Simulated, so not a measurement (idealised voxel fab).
Name of the process module below: voxel capacitor over wiring
Xsec cut, 215 nm wide, square cell size 5 nm.
In what follows, cross-sections appear as grids of square cells, described through bands that run from the top down, where every band is one or more rows of cells. The entry gives the band's vertical extent as a top height and a bottom height in nm, then its horizontal make-up as materials from left to right, each with a width in nm. "blank" stands for empty space; a single material marked "throughout" fills the band edge to edge. It should be noted that heights are counted from 0, beneath which the wafer as supplied is of one material throughout, and that the lowest band possesses no lower boundary but continues downward, as written in "0 nm and below". Width spec "30->40" -> top row of cells at first value, bottom row at second value, equal per-row change in between. The cross-section has no changed cell in any step marked "identical to before". Heads up: "Catalogued sealed voids" only lists the empty pockets with no open path to the top that are 8 cells or more, and it writes them as width x height at distance, distance from the left edge, in nm. Whatever follows a step's settings on its line is a remark the simulator itself makes about that step. overlay nm: mask offset rightward from planned place, masked step; negative means leftward offset. Each pair below shows a cross-section before one step and the cross-section after it, down to the lowest band that changed. The line under each pair gives the step between them, with its settings. The pairs can come from different runs of this module on the same starting wafer, so a pair continues from the pair above only where its "State on entry" says so.
State on entry:
> 0 nm and below: Si throughout
> Catalogued sealed voids: none
Resultant Cross-Section:
> 15 nm to 0 nm: SiO2 throughout
> Nothing below the height 0 has changed.
> Catalogued sealed voids: none
Formally, the process step situated between the two cross-sections above is CONFORMAL_DEP,material SiO2,thk nm 15
State on entry: just use the after drawing of the pair above as your starting point.
Resultant Cross-Section:
> 20 nm to 15 nm: TiN throughout
> Nothing below the height 15 has changed.
> Catalogued sealed voids: none
Formally, the process step situated between the two cross-sections above is DIRECTIONAL_DEP,material TiN,thk nm 5
State on entry: just use the after drawing of the pair above as your starting point.
Resultant Cross-Section:
> 40 nm to 20 nm: W throughout
> Nothing below the height 20 has changed.
> Catalogued sealed voids: none
Formally, the process step situated between the two cross-sections above is DIRECTIONAL_DEP,material W,thk nm 20
State on entry: just use the after drawing of the pair above as your starting point.
Resultant Cross-Section:
> 40 nm to 20 nm: blank 50; W 20; blank 70; W 20; blank 55
> Nothing below the height 20 has changed.
> Catalogued sealed voids: none
Formally, the process step situated between the two cross-sections above is MASKED_ETCH,tone cover,mask id METAL_1,width nm 20,pitch nm 90,etch materials W,depth nm 20,overlay nm 0
State on entry: just use the after drawing of the pair above as your starting point.
Resultant Cross-Section:
> 40 nm to 20 nm: blank 50; W 20; blank 70; W 20; blank 55
> 20 nm to 15 nm: blank 50; TiN 20; blank 70; TiN 20; blank 55
> Nothing below the height 15 has changed.
> Catalogued sealed voids: none
Formally, the process step situated between the two cross-sections above is MASKED_ETCH,tone cover,mask id METAL_1,width nm 20,pitch nm 90,etch materials TiN,depth nm 5,overlay nm 0
State on entry: just use the after drawing of the pair above as your starting point.
Resultant Cross-Section:
> 50 nm to 40 nm: SiO2 throughout
> 40 nm to 20 nm: SiO2 50; W 20; SiO2 70; W 20; SiO2 55
> 20 nm to 15 nm: SiO2 50; TiN 20; SiO2 70; TiN 20; SiO2 55
> Nothing below the height 15 has changed.
> Catalogued sealed voids: none
Formally, the process step situated between the two cross-sections above is FILL_DEP,material SiO2,thk nm 10
State on entry: just use the after drawing of the pair above as your starting point.
Resultant Cross-Section:
> 40 nm to 20 nm: SiO2 50; W 20; SiO2 70; W 20; SiO2 55
> Nothing below the height 20 has changed.
> Catalogued sealed voids: none
Formally, the process step situated between the two cross-sections above is CMP,height nm 40
State on entry: just use the after drawing of the pair above as your starting point.
Resultant Cross-Section:
> 45 nm to 40 nm: SiCN throughout
> Nothing below the height 40 has changed.
> Catalogued sealed voids: none
Formally, the process step situated between the two cross-sections above is CONFORMAL_DEP,material SiCN,thk nm 5
State on entry: just use the after drawing of the pair above as your starting point.
Resultant Cross-Section:
> 60 nm to 45 nm: SiO2 throughout
> Nothing below the height 45 has changed.
> Catalogued sealed voids: none
Formally, the process step situated between the two cross-sections above is DIRECTIONAL_DEP,material SiO2,thk nm 15
State on entry: just use the after drawing of the pair above as your starting point.
Resultant Cross-Section:
> 60 nm to 45 nm: SiO2 55; blank 15; SiO2 145
> Nothing below the height 45 has changed.
> Catalogued sealed voids: none
Formally, the process step situated between the two cross-sections above is MASKED_ETCH,tone open,mask id PLUG_1,width nm 15,etch materials SiO2,depth nm 15,overlay nm 0
State on entry: just use the after drawing of the pair above as your starting point.
Resultant Cross-Section:
> 60 nm to 45 nm: SiO2 55; blank 15; SiO2 145
> 45 nm to 40 nm: SiCN 55; blank 15; SiCN 145
> Nothing below the height 40 has changed.
> Catalogued sealed voids: none
Formally, the process step situated between the two cross-sections above is MASKED_ETCH,tone open,mask id PLUG_1,width nm 15,etch materials SiCN,depth nm 5,overlay nm 0
State on entry: just use the after drawing of the pair above as your starting point.
Resultant Cross-Section:
> 65 nm to 60 nm: TiN 60; blank 5; TiN 150
> 60 nm to 45 nm: SiO2 55; TiN 5; blank 5; TiN 5; SiO2 145
> 45 nm to 40 nm: SiCN 55; TiN 15; SiCN 145
> Nothing below the height 40 has changed.
> Catalogued sealed voids: none
Formally, the process step situated between the two cross-sections above is CONFORMAL_DEP,material TiN,thk nm 5
State on entry: just use the after drawing of the pair above as your starting point.
Resultant Cross-Section:
> 70 nm to 65 nm: Ru throughout
> 65 nm to 60 nm: TiN 60; Ru 5; TiN 150
> 60 nm to 45 nm: SiO2 55; TiN 5; Ru 5; TiN 5; SiO2 145
> Nothing below the height 45 has changed.
> Catalogued sealed voids: none
Formally, the process step situated between the two cross-sections above is FILL_DEP,material Ru,thk nm 5
State on entry: just use the after drawing of the pair above as your starting point.
Resultant Cross-Section:
> 60 nm to 45 nm: SiO2 55; TiN 5; Ru 5; TiN 5; SiO2 145
> Nothing below the height 45 has changed.
> Catalogued sealed voids: none
Formally, the process step situated between the two cross-sections above is CMP,height nm 60
State on entry: just use the after drawing of the pair above as your starting point.
Resultant Cross-Section:
> 65 nm to 60 nm: TiN throughout
> Nothing below the height 60 has changed.
> Catalogued sealed voids: none
Formally, the process step situated between the two cross-sections above is DIRECTIONAL_DEP,material TiN,thk nm 5
State on entry: just use the after drawing of the pair above as your starting point.
Resultant Cross-Section:
> 70 nm to 65 nm: HfO2 throughout
> Nothing below the height 65 has changed.
> Catalogued sealed voids: none
Formally, the process step situated between the two cross-sections above is DIRECTIONAL_DEP,material HfO2,thk nm 5
State on entry: just use the after drawing of the pair above as your starting point.
Resultant Cross-Section:
> 75 nm to 70 nm: TiN throughout
> Nothing below the height 70 has changed.
> Catalogued sealed voids: none
Formally, the process step situated between the two cross-sections above is DIRECTIONAL_DEP,material TiN,thk nm 5
State on entry: just use the after drawing of the pair above as your starting point.
Resultant Cross-Section:
> 95 nm to 75 nm: blank 55; resist 75; blank 85
> Nothing below the height 75 has changed.
> Catalogued sealed voids: none
Formally, the process step situated between the two cross-sections above is PATTERN,tone cover,mask id UPPER_PLATE,material resist,width nm 75,thk nm 20,overlay nm 0
State on entry: just use the after drawing of the pair above as your starting point.
Resultant Cross-Section:
> 95 nm to 75 nm: blank 55; resist 75; blank 85
> 75 nm to 70 nm: blank 55; TiN 75; blank 85
> Nothing below the height 70 has changed.
> Catalogued sealed voids: none
Formally, the process step situated between the two cross-sections above is DIRECTIONAL_ETCH,etch materials TiN,depth nm 5
State on entry: just use the after drawing of the pair above as your starting point.
Resultant Cross-Section:
> 95 nm to 75 nm: blank 55; resist 75; blank 85
> 75 nm to 70 nm: blank 55; TiN 75; blank 85
> 70 nm to 65 nm: blank 55; HfO2 75; blank 85
> Nothing below the height 65 has changed.
> Catalogued sealed voids: none
Formally, the process step situated between the two cross-sections above is DIRECTIONAL_ETCH,etch materials HfO2,depth nm 5
State on entry: just use the after drawing of the pair above as your starting point.
Resultant Cross-Section:
> 75 nm to 70 nm: blank 55; TiN 75; blank 85
> Nothing below the height 70 has changed.
> Catalogued sealed voids: none
Formally, the process step situated between the two cross-sections above is STRIP,etch materials resist
State on entry: just use the after drawing of the pair above as your starting point.
Resultant Cross-Section:
> 75 nm to 70 nm: blank 55; TiN 75; blank 85
> 70 nm to 65 nm: blank 55; HfO2 75; blank 85
> 65 nm to 60 nm: blank 50; TiN 85; blank 80
> Nothing below the height 60 has changed.
> Catalogued sealed voids: none
Formally, the process step situated between the two cross-sections above is MASKED_ETCH,tone cover,mask id LOWER_PLATE,width nm 85,etch materials TiN,depth nm 5,overlay nm 0
State on entry: just use the after drawing of the pair above as your starting point.
Resultant Cross-Section:
> 90 nm to 75 nm: SiO2 throughout
> 75 nm to 70 nm: SiO2 55; TiN 75; SiO2 85
> 70 nm to 65 nm: SiO2 55; HfO2 75; SiO2 85
> 65 nm to 60 nm: SiO2 50; TiN 85; SiO2 80
> Nothing below the height 60 has changed.
> Catalogued sealed voids: none
Formally, the process step situated between the two cross-sections above is FILL_DEP,material SiO2,thk nm 15
State on entry: just use the after drawing of the pair above as your starting point.
Resultant Cross-Section:
> 85 nm to 75 nm: SiO2 throughout
> Nothing below the height 75 has changed.
> Catalogued sealed voids: none
Formally, the process step situated between the two cross-sections above is CMP,height nm 85
State on entry: just use the after drawing of the pair above as your starting point.
Resultant Cross-Section:
> 85 nm to 75 nm: SiO2 65; blank 15; SiO2 135
> Nothing below the height 75 has changed.
> Catalogued sealed voids: none
Formally, the process step situated between the two cross-sections above is MASKED_ETCH,tone open,mask id PLUG_2,width nm 15,etch materials SiO2,depth nm 10,overlay nm 0
State on entry: just use the after drawing of the pair above as your starting point.
Resultant Cross-Section:
> 90 nm to 85 nm: TiN 70; blank 5; TiN 140
> 85 nm to 80 nm: SiO2 65; TiN 5; blank 5; TiN 5; SiO2 135
> 80 nm to 70 nm: SiO2 65->55; TiN 15->75; SiO2 135->85
> Nothing below the height 70 has changed.
> Catalogued sealed voids: none
Formally, the process step situated between the two cross-sections above is CONFORMAL_DEP,material TiN,thk nm 5
State on entry: just use the after drawing of the pair above as your starting point.
Resultant Cross-Section:
> 100 nm to 90 nm: W throughout
> 90 nm to 85 nm: TiN 70; W 5; TiN 140
> 85 nm to 80 nm: SiO2 65; TiN 5; W 5; TiN 5; SiO2 135
> Nothing below the height 80 has changed.
> Catalogued sealed voids: none
Formally, the process step situated between the two cross-sections above is FILL_DEP,material W,thk nm 10
State on entry: just use the after drawing of the pair above as your starting point.
Resultant Cross-Section:
> 85 nm to 80 nm: SiO2 65; TiN 5; W 5; TiN 5; SiO2 135
> Nothing below the height 80 has changed.
> Catalogued sealed voids: none
Formally, the process step situated between the two cross-sections above is CMP,height nm 85
State on entry: just use the after drawing of the pair above as your starting point.
Resultant Cross-Section:
> 90 nm to 85 nm: SiN throughout
> Nothing below the height 85 has changed.
> Catalogued sealed voids: none
Formally, the process step situated between the two cross-sections above is CONFORMAL_DEP,material SiN,thk nm 5
State on entry:
> 65 nm to 60 nm: TiN throughout
> 60 nm to 45 nm: SiO2 55; TiN 5; Ru 5; TiN 5; SiO2 145
> 45 nm to 40 nm: SiCN 55; TiN 15; SiCN 145
> 40 nm to 20 nm: SiO2 50; W 20; SiO2 70; W 20; SiO2 55
> 20 nm to 15 nm: SiO2 50; TiN 20; SiO2 70; TiN 20; SiO2 55
> 15 nm to 0 nm: SiO2 throughout
> 0 nm and below: Si throughout
> Catalogued sealed voids: none
Resultant Cross-Section:
> 70 nm to 60 nm: TiN throughout
> Nothing below the height 60 has changed.
> Catalogued sealed voids: none
Formally, the process step situated between the two cross-sections above is DIRECTIONAL_DEP,material TiN,thk nm 5
State on entry: just use the after drawing of the pair above as your starting point.
Resultant Cross-Section:
> 90 nm to 70 nm: blank 55; resist 75; blank 85
> Nothing below the height 70 has changed.
> Catalogued sealed voids: none
Formally, the process step situated between the two cross-sections above is PATTERN,tone cover,mask id UPPER_PLATE,material resist,width nm 75,thk nm 20,overlay nm 0
State on entry: just use the after drawing of the pair above as your starting point.
Resultant Cross-Section:
> 90 nm to 70 nm: blank 55; resist 75; blank 85
> 70 nm to 65 nm: blank 55; TiN 75; blank 85
> Nothing below the height 65 has changed.
> Catalogued sealed voids: none
Formally, the process step situated between the two cross-sections above is DIRECTIONAL_ETCH,etch materials TiN,depth nm 5
State on entry: just use the after drawing of the pair above as your starting point.
Resultant Cross-Section:
> 70 nm to 65 nm: blank 55; TiN 75; blank 85
> Nothing below the height 65 has changed.
> Catalogued sealed voids: none
Formally, the process step situated between the two cross-sections above is STRIP,etch materials resist
State on entry: just use the after drawing of the pair above as your starting point.
Resultant Cross-Section:
> 70 nm to 60 nm: blank 55->50; TiN 75->85; blank 85->80
> Nothing below the height 60 has changed.
> Catalogued sealed voids: none
Formally, the process step situated between the two cross-sections above is MASKED_ETCH,tone cover,mask id LOWER_PLATE,width nm 85,etch materials TiN,depth nm 5,overlay nm 0
State on entry: just use the after drawing of the pair above as your starting point.
Resultant Cross-Section:
> 85 nm to 70 nm: SiO2 throughout
> 70 nm to 60 nm: SiO2 55->50; TiN 75->85; SiO2 85->80
> Nothing below the height 60 has changed.
> Catalogued sealed voids: none
Formally, the process step situated between the two cross-sections above is FILL_DEP,material SiO2,thk nm 15
State on entry: just use the after drawing of the pair above as your starting point.
Resultant Cross-Section:
> 85 nm to 75 nm: SiO2 65; blank 15; SiO2 135
> Nothing below the height 75 has changed.
> Catalogued sealed voids: none
Formally, the process step situated between the two cross-sections above is MASKED_ETCH,tone open,mask id PLUG_2,width nm 15,etch materials SiO2,depth nm 10,overlay nm 0
State on entry: just use the after drawing of the pair above as your starting point.
Resultant Cross-Section:
> 90 nm to 85 nm: TiN 70; blank 5; TiN 140
> 85 nm to 80 nm: SiO2 65; TiN 5; blank 5; TiN 5; SiO2 135
> 80 nm to 75 nm: SiO2 65; TiN 15; SiO2 135
> Nothing below the height 75 has changed.
> Catalogued sealed voids: none
Formally, the process step situated between the two cross-sections above is CONFORMAL_DEP,material TiN,thk nm 5
State on entry: just use the after drawing of the pair above as your starting point.
Resultant Cross-Section:
> 100 nm to 90 nm: W throughout
> 90 nm to 85 nm: TiN 70; W 5; TiN 140
> 85 nm to 80 nm: SiO2 65; TiN 5; W 5; TiN 5; SiO2 135
> Nothing below the height 80 has changed.
> Catalogued sealed voids: none
Formally, the process step situated between the two cross-sections above is FILL_DEP,material W,thk nm 10
State on entry: just use the after drawing of the pair above as your starting point.
Resultant Cross-Section:
> 85 nm to 80 nm: SiO2 65; TiN 5; W 5; TiN 5; SiO2 135
> Nothing below the height 80 has changed.
> Catalogued sealed voids: none
Formally, the process step situated between the two cross-sections above is CMP,height nm 85
State on entry: just use the after drawing of the pair above as your starting point.
Resultant Cross-Section:
> 90 nm to 85 nm: SiN throughout
> Nothing below the height 85 has changed.
> Catalogued sealed voids: none
Formally, the process step situated between the two cross-sections above is CONFORMAL_DEP,material SiN,thk nm 5
State on entry:
> 15 nm to 0 nm: SiO2 throughout
> 0 nm and below: Si throughout
> Catalogued sealed voids: none
Resultant Cross-Section:
> 30 nm to 0 nm: SiO2 throughout
> Nothing below the height 0 has changed.
> Catalogued sealed voids: none
Formally, the process step situated between the two cross-sections above is CONFORMAL_DEP,material SiO2,thk nm 15
State on entry: just use the after drawing of the pair above as your starting point.
Resultant Cross-Section:
> 35 nm to 30 nm: TiN throughout
> Nothing below the height 30 has changed.
> Catalogued sealed voids: none
Formally, the process step situated between the two cross-sections above is DIRECTIONAL_DEP,material TiN,thk nm 5
State on entry: just use the after drawing of the pair above as your starting point.
Resultant Cross-Section:
> 55 nm to 35 nm: W throughout
> Nothing below the height 35 has changed.
> Catalogued sealed voids: none
Formally, the process step situated between the two cross-sections above is DIRECTIONAL_DEP,material W,thk nm 20
State on entry: just use the after drawing of the pair above as your starting point.
Resultant Cross-Section:
> 55 nm to 35 nm: blank 50; W 20; blank 70; W 20; blank 55
> Nothing below the height 35 has changed.
> Catalogued sealed voids: none
Formally, the process step situated between the two cross-sections above is MASKED_ETCH,tone cover,mask id METAL_1,width nm 20,pitch nm 90,etch materials W,depth nm 20,overlay nm 0
State on entry: just use the after drawing of the pair above as your starting point.
Resultant Cross-Section:
> 55 nm to 35 nm: blank 50; W 20; blank 70; W 20; blank 55
> 35 nm to 30 nm: blank 50; TiN 20; blank 70; TiN 20; blank 55
> Nothing below the height 30 has changed.
> Catalogued sealed voids: none
Formally, the process step situated between the two cross-sections above is MASKED_ETCH,tone cover,mask id METAL_1,width nm 20,pitch nm 90,etch materials TiN,depth nm 5,overlay nm 0
State on entry: just use the after drawing of the pair above as your starting point.
Resultant Cross-Section:
> 65 nm to 55 nm: SiO2 throughout
> 55 nm to 35 nm: SiO2 50; W 20; SiO2 70; W 20; SiO2 55
> 35 nm to 30 nm: SiO2 50; TiN 20; SiO2 70; TiN 20; SiO2 55
> Nothing below the height 30 has changed.
> Catalogued sealed voids: none
Formally, the process step situated between the two cross-sections above is FILL_DEP,material SiO2,thk nm 10
State on entry: just use the after drawing of the pair above as your starting point.
Resultant Cross-Section:
> 40 nm to 35 nm: SiO2 50; W 20; SiO2 70; W 20; SiO2 55
> Nothing below the height 35 has changed.
> Catalogued sealed voids: none
Formally, the process step situated between the two cross-sections above is CMP,height nm 40
State on entry: just use the after drawing of the pair above as your starting point.
Resultant Cross-Section:
> 45 nm to 40 nm: SiCN throughout
> Nothing below the height 40 has changed.
> Catalogued sealed voids: none
Formally, the process step situated between the two cross-sections above is CONFORMAL_DEP,material SiCN,thk nm 5
State on entry: just use the after drawing of the pair above as your starting point.
Resultant Cross-Section:
> 60 nm to 45 nm: SiO2 throughout
> Nothing below the height 45 has changed.
> Catalogued sealed voids: none
Formally, the process step situated between the two cross-sections above is DIRECTIONAL_DEP,material SiO2,thk nm 15
State on entry: just use the after drawing of the pair above as your starting point.
Resultant Cross-Section:
> 60 nm to 45 nm: SiO2 55; blank 15; SiO2 145
> Nothing below the height 45 has changed.
> Catalogued sealed voids: none
Formally, the process step situated between the two cross-sections above is MASKED_ETCH,tone open,mask id PLUG_1,width nm 15,etch materials SiO2,depth nm 15,overlay nm 0
State on entry: just use the after drawing of the pair above as your starting point.
Resultant Cross-Section:
> 60 nm to 45 nm: SiO2 55; blank 15; SiO2 145
> 45 nm to 40 nm: SiCN 55; blank 15; SiCN 145
> Nothing below the height 40 has changed.
> Catalogued sealed voids: none
Formally, the process step situated between the two cross-sections above is MASKED_ETCH,tone open,mask id PLUG_1,width nm 15,etch materials SiCN,depth nm 5,overlay nm 0
State on entry: just use the after drawing of the pair above as your starting point.
Resultant Cross-Section:
> 65 nm to 60 nm: TiN 60; blank 5; TiN 150
> 60 nm to 45 nm: SiO2 55; TiN 5; blank 5; TiN 5; SiO2 145
> 45 nm to 40 nm: SiCN 55; TiN 15; SiCN 145
> Nothing below the height 40 has changed.
> Catalogued sealed voids: none
Formally, the process step situated between the two cross-sections above is CONFORMAL_DEP,material TiN,thk nm 5
State on entry: just use the after drawing of the pair above as your starting point.
Resultant Cross-Section:
> 70 nm to 65 nm: Ru throughout
> 65 nm to 60 nm: TiN 60; Ru 5; TiN 150
> 60 nm to 45 nm: SiO2 55; TiN 5; Ru 5; TiN 5; SiO2 145
> Nothing below the height 45 has changed.
> Catalogued sealed voids: none
Formally, the process step situated between the two cross-sections above is FILL_DEP,material Ru,thk nm 5
State on entry: just use the after drawing of the pair above as your starting point.
Resultant Cross-Section:
> 60 nm to 45 nm: SiO2 55; TiN 5; Ru 5; TiN 5; SiO2 145
> Nothing below the height 45 has changed.
> Catalogued sealed voids: none
Formally, the process step situated between the two cross-sections above is CMP,height nm 60
State on entry: just use the after drawing of the pair above as your starting point.
Resultant Cross-Section:
> 65 nm to 60 nm: TiN throughout
> Nothing below the height 60 has changed.
> Catalogued sealed voids: none
Formally, the process step situated between the two cross-sections above is DIRECTIONAL_DEP,material TiN,thk nm 5
State on entry: just use the after drawing of the pair above as your starting point.
Resultant Cross-Section:
> 70 nm to 65 nm: HfO2 throughout
> Nothing below the height 65 has changed.
> Catalogued sealed voids: none
Formally, the process step situated between the two cross-sections above is DIRECTIONAL_DEP,material HfO2,thk nm 5
State on entry: just use the after drawing of the pair above as your starting point.
Resultant Cross-Section:
> 75 nm to 70 nm: TiN throughout
> Nothing below the height 70 has changed.
> Catalogued sealed voids: none
Formally, the process step situated between the two cross-sections above is DIRECTIONAL_DEP,material TiN,thk nm 5
State on entry: just use the after drawing of the pair above as your starting point.
Resultant Cross-Section:
> 95 nm to 75 nm: blank 55; resist 75; blank 85
> Nothing below the height 75 has changed.
> Catalogued sealed voids: none
Formally, the process step situated between the two cross-sections above is PATTERN,tone cover,mask id UPPER_PLATE,material resist,width nm 75,thk nm 20,overlay nm 0
State on entry: just use the after drawing of the pair above as your starting point.
Resultant Cross-Section:
> 95 nm to 75 nm: blank 55; resist 75; blank 85
> 75 nm to 70 nm: blank 55; TiN 75; blank 85
> Nothing below the height 70 has changed.
> Catalogued sealed voids: none
Formally, the process step situated between the two cross-sections above is DIRECTIONAL_ETCH,etch materials TiN,depth nm 5
State on entry: just use the after drawing of the pair above as your starting point.
Resultant Cross-Section:
> 95 nm to 75 nm: blank 55; resist 75; blank 85
> 75 nm to 70 nm: blank 55; TiN 75; blank 85
> 70 nm to 65 nm: blank 55; HfO2 75; blank 85
> Nothing below the height 65 has changed.
> Catalogued sealed voids: none
Formally, the process step situated between the two cross-sections above is DIRECTIONAL_ETCH,etch materials HfO2,depth nm 5
State on entry: just use the after drawing of the pair above as your starting point.
Resultant Cross-Section:
> 75 nm to 70 nm: blank 55; TiN 75; blank 85
> Nothing below the height 70 has changed.
> Catalogued sealed voids: none
Formally, the process step situated between the two cross-sections above is STRIP,etch materials resist
State on entry: just use the after drawing of the pair above as your starting point.
Resultant Cross-Section:
> 75 nm to 70 nm: blank 55; TiN 75; blank 85
> 70 nm to 65 nm: blank 55; HfO2 75; blank 85
> 65 nm to 60 nm: blank 50; TiN 85; blank 80
> Nothing below the height 60 has changed.
> Catalogued sealed voids: none
Formally, the process step situated between the two cross-sections above is MASKED_ETCH,tone cover,mask id LOWER_PLATE,width nm 85,etch materials TiN,depth nm 5,overlay nm 0
State on entry: just use the after drawing of the pair above as your starting point.
Resultant Cross-Section:
> 90 nm to 75 nm: SiO2 throughout
> 75 nm to 70 nm: SiO2 55; TiN 75; SiO2 85
> 70 nm to 65 nm: SiO2 55; HfO2 75; SiO2 85
> 65 nm to 60 nm: SiO2 50; TiN 85; SiO2 80
> Nothing below the height 60 has changed.
> Catalogued sealed voids: none
Formally, the process step situated between the two cross-sections above is FILL_DEP,material SiO2,thk nm 15
State on entry: just use the after drawing of the pair above as your starting point.
Resultant Cross-Section:
> 85 nm to 75 nm: SiO2 throughout
> Nothing below the height 75 has changed.
> Catalogued sealed voids: none
Formally, the process step situated between the two cross-sections above is CMP,height nm 85
State on entry: just use the after drawing of the pair above as your starting point.
Resultant Cross-Section:
> 85 nm to 75 nm: SiO2 65; blank 15; SiO2 135
> Nothing below the height 75 has changed.
> Catalogued sealed voids: none
Formally, the process step situated between the two cross-sections above is MASKED_ETCH,tone open,mask id PLUG_2,width nm 15,etch materials SiO2,depth nm 10,overlay nm 0
State on entry: just use the after drawing of the pair above as your starting point.
Resultant Cross-Section:
> 90 nm to 85 nm: TiN 70; blank 5; TiN 140
> 85 nm to 80 nm: SiO2 65; TiN 5; blank 5; TiN 5; SiO2 135
> 80 nm to 70 nm: SiO2 65->55; TiN 15->75; SiO2 135->85
> Nothing below the height 70 has changed.
> Catalogued sealed voids: none
Formally, the process step situated between the two cross-sections above is CONFORMAL_DEP,material TiN,thk nm 5
State on entry: just use the after drawing of the pair above as your starting point.
Resultant Cross-Section:
> 100 nm to 90 nm: W throughout
> 90 nm to 85 nm: TiN 70; W 5; TiN 140
> 85 nm to 80 nm: SiO2 65; TiN 5; W 5; TiN 5; SiO2 135
> Nothing below the height 80 has changed.
> Catalogued sealed voids: none
Formally, the process step situated between the two cross-sections above is FILL_DEP,material W,thk nm 10
State on entry: just use the after drawing of the pair above as your starting point.
Resultant Cross-Section:
> 85 nm to 80 nm: SiO2 65; TiN 5; W 5; TiN 5; SiO2 135
> Nothing below the height 80 has changed.
> Catalogued sealed voids: none
Formally, the process step situated between the two cross-sections above is CMP,height nm 85
State on entry: just use the after drawing of the pair above as your starting point.
Resultant Cross-Section:
> 90 nm to 85 nm: SiN throughout
> Nothing below the height 85 has changed.
> Catalogued sealed voids: none
Formally, the process step situated between the two cross-sections above is CONFORMAL_DEP,material SiN,thk nm 5
State on entry:
> 40 nm to 20 nm: SiO2 50; W 20; SiO2 70; W 20; SiO2 55
> 20 nm to 15 nm: SiO2 50; TiN 20; SiO2 70; TiN 20; SiO2 55
> 15 nm to 0 nm: SiO2 throughout
> 0 nm and below: Si throughout
> Catalogued sealed voids: none
Resultant Cross-Section:
> 55 nm to 40 nm: SiO2 throughout
> Nothing below the height 40 has changed.
> Catalogued sealed voids: none
Formally, the process step situated between the two cross-sections above is DIRECTIONAL_DEP,material SiO2,thk nm 15
State on entry: just use the after drawing of the pair above as your starting point.
Resultant Cross-Section:
> 60 nm to 55 nm: SiCN throughout
> Nothing below the height 55 has changed.
> Catalogued sealed voids: none
Formally, the process step situated between the two cross-sections above is CONFORMAL_DEP,material SiCN,thk nm 5
State on entry: just use the after drawing of the pair above as your starting point.
Resultant Cross-Section:
> 60 nm to 55 nm: SiCN 55; blank 15; SiCN 145
> Nothing below the height 55 has changed.
> Catalogued sealed voids: none
Formally, the process step situated between the two cross-sections above is MASKED_ETCH,tone open,mask id PLUG_1,width nm 15,etch materials SiCN,depth nm 5,overlay nm 0
State on entry: just use the after drawing of the pair above as your starting point.
Resultant Cross-Section:
> 65 nm to 60 nm: TiN 60; blank 5; TiN 150
> 60 nm to 55 nm: SiCN 55; TiN 15; SiCN 145
> Nothing below the height 55 has changed.
> Catalogued sealed voids: none
Formally, the process step situated between the two cross-sections above is CONFORMAL_DEP,material TiN,thk nm 5
State on entry: just use the after drawing of the pair above as your starting point.
Resultant Cross-Section:
> 70 nm to 65 nm: Ru throughout
> 65 nm to 60 nm: TiN 60; Ru 5; TiN 150
> Nothing below the height 60 has changed.
> Catalogued sealed voids: none
Formally, the process step situated between the two cross-sections above is FILL_DEP,material Ru,thk nm 5
State on entry: just use the after drawing of the pair above as your starting point.
Resultant Cross-Section:
> 60 nm to 55 nm: SiCN 55; TiN 15; SiCN 145
> Nothing below the height 55 has changed.
> Catalogued sealed voids: none
Formally, the process step situated between the two cross-sections above is CMP,height nm 60
State on entry: just use the after drawing of the pair above as your starting point.
Resultant Cross-Section:
> 65 nm to 60 nm: TiN throughout
> Nothing below the height 60 has changed.
> Catalogued sealed voids: none
Formally, the process step situated between the two cross-sections above is DIRECTIONAL_DEP,material TiN,thk nm 5
State on entry: just use the after drawing of the pair above as your starting point.
Resultant Cross-Section:
> 70 nm to 65 nm: HfO2 throughout
> Nothing below the height 65 has changed.
> Catalogued sealed voids: none
Formally, the process step situated between the two cross-sections above is DIRECTIONAL_DEP,material HfO2,thk nm 5
State on entry: just use the after drawing of the pair above as your starting point.
Resultant Cross-Section:
> 75 nm to 70 nm: TiN throughout
> Nothing below the height 70 has changed.
> Catalogued sealed voids: none
Formally, the process step situated between the two cross-sections above is DIRECTIONAL_DEP,material TiN,thk nm 5
State on entry: just use the after drawing of the pair above as your starting point.
Resultant Cross-Section:
> 95 nm to 75 nm: blank 55; resist 75; blank 85
> Nothing below the height 75 has changed.
> Catalogued sealed voids: none
Formally, the process step situated between the two cross-sections above is PATTERN,tone cover,mask id UPPER_PLATE,material resist,width nm 75,thk nm 20,overlay nm 0
State on entry: just use the after drawing of the pair above as your starting point.
Resultant Cross-Section:
> 95 nm to 75 nm: blank 55; resist 75; blank 85
> 75 nm to 70 nm: blank 55; TiN 75; blank 85
> Nothing below the height 70 has changed.
> Catalogued sealed voids: none
Formally, the process step situated between the two cross-sections above is DIRECTIONAL_ETCH,etch materials TiN,depth nm 5
State on entry: just use the after drawing of the pair above as your starting point.
Resultant Cross-Section:
> 95 nm to 75 nm: blank 55; resist 75; blank 85
> 75 nm to 70 nm: blank 55; TiN 75; blank 85
> 70 nm to 65 nm: blank 55; HfO2 75; blank 85
> Nothing below the height 65 has changed.
> Catalogued sealed voids: none
Formally, the process step situated between the two cross-sections above is DIRECTIONAL_ETCH,etch materials HfO2,depth nm 5
State on entry: just use the after drawing of the pair above as your starting point.
Resultant Cross-Section:
> 75 nm to 70 nm: blank 55; TiN 75; blank 85
> Nothing below the height 70 has changed.
> Catalogued sealed voids: none
Formally, the process step situated between the two cross-sections above is STRIP,etch materials resist
State on entry: just use the after drawing of the pair above as your starting point.
Resultant Cross-Section:
> 75 nm to 70 nm: blank 55; TiN 75; blank 85
> 70 nm to 65 nm: blank 55; HfO2 75; blank 85
> 65 nm to 60 nm: blank 50; TiN 85; blank 80
> Nothing below the height 60 has changed.
> Catalogued sealed voids: none
Formally, the process step situated between the two cross-sections above is MASKED_ETCH,tone cover,mask id LOWER_PLATE,width nm 85,etch materials TiN,depth nm 5,overlay nm 0
State on entry: just use the after drawing of the pair above as your starting point.
Resultant Cross-Section:
> 90 nm to 75 nm: SiO2 throughout
> 75 nm to 70 nm: SiO2 55; TiN 75; SiO2 85
> 70 nm to 65 nm: SiO2 55; HfO2 75; SiO2 85
> 65 nm to 60 nm: SiO2 50; TiN 85; SiO2 80
> Nothing below the height 60 has changed.
> Catalogued sealed voids: none
Formally, the process step situated between the two cross-sections above is FILL_DEP,material SiO2,thk nm 15
State on entry: just use the after drawing of the pair above as your starting point.
Resultant Cross-Section:
> 85 nm to 75 nm: SiO2 throughout
> Nothing below the height 75 has changed.
> Catalogued sealed voids: none
Formally, the process step situated between the two cross-sections above is CMP,height nm 85
State on entry: just use the after drawing of the pair above as your starting point.
Resultant Cross-Section:
> 85 nm to 75 nm: SiO2 65; blank 15; SiO2 135
> Nothing below the height 75 has changed.
> Catalogued sealed voids: none
Formally, the process step situated between the two cross-sections above is MASKED_ETCH,tone open,mask id PLUG_2,width nm 15,etch materials SiO2,depth nm 10,overlay nm 0
State on entry: just use the after drawing of the pair above as your starting point.
Resultant Cross-Section:
> 90 nm to 85 nm: TiN 70; blank 5; TiN 140
> 85 nm to 80 nm: SiO2 65; TiN 5; blank 5; TiN 5; SiO2 135
> 80 nm to 70 nm: SiO2 65->55; TiN 15->75; SiO2 135->85
> Nothing below the height 70 has changed.
> Catalogued sealed voids: none
Formally, the process step situated between the two cross-sections above is CONFORMAL_DEP,material TiN,thk nm 5
